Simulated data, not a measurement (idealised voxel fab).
Presented below is a process module, voxel local oxidation.
We display cut, a cross-section 255 nm in width whose square cells are each 5 nm.
How to read a cross-section here: the picture is a grid of square cells, written as bands going from the top down, and any band can span one or more rows of cells. First you get the band's top height and its bottom height, in nm, and then the materials it's made of, left to right, with each width in nm. If you see a single material with "full width", that one covers the band edge to edge. "blank" is empty space. For the purposes of this specification, 0 denotes the height below which the wafer in its as-received condition is composed wholly of one material, and the lowermost band, lacking a lower limit, extends downward without end, as expressed in "0 and below". Width spec "30 to 40" -> top row of cells at first value, bottom row at second value, equal per-row change in between. "remains unaltered" means the step left every cell of the cross-section as it was. "Voids, enclosed" lists enclosed empty spaces (at least 8 cells, no open path upward to the top), each as width x height at distance from the left edge, in nm. On each step's line, the part that comes after the settings is the simulator's own comment on the step. The setting "overlay nm" may be written on the line of a step. When the step uses a mask, the value reports how far to the right of the planned place the mask lay, and a negative value reports that it lay to the left.
[Intended process steps]
1. RECEIVE,material Si
2. CONFORMAL_DEP,material SiO2,thk nm 5
3. CONFORMAL_DEP,material SiN,thk nm 10
4. PATTERN,tone cover,mask id ACTIVE,material resist,width nm 95,pitch nm 120,thk nm 20,overlay nm -5
5. DIRECTIONAL_ETCH,etch materials SiN,depth nm 10
6. STRIP,etch materials resist
7. SELECTIVE_ETCH,etch materials SiO2,depth nm 5
8. OXIDIZE,depth nm 10
9. STRIP,etch materials SiN
The wafers are alike at the start. At step 4, their overlay nm differs. The plan lists the first wafer's value.
[This is how the first of several wafers looked in cross-section when it arrived, which is after step 1]
    0 and below  Si full width
    Voids, enclosed: none
[The rows of the table below are wafers. Looking at the end of the module, a row counts, for every material, the cells the wafer has gained, shown as (+), or lost, shown as (-), since it was received; its closed voids come next]
overlay nm -5 | -50 Si | +84 SiO2 | Voids, enclosed: none
overlay nm 0 | -50 Si | +84 SiO2 | Voids, enclosed: none
overlay nm 5 | -50 Si | +84 SiO2 | Voids, enclosed: none
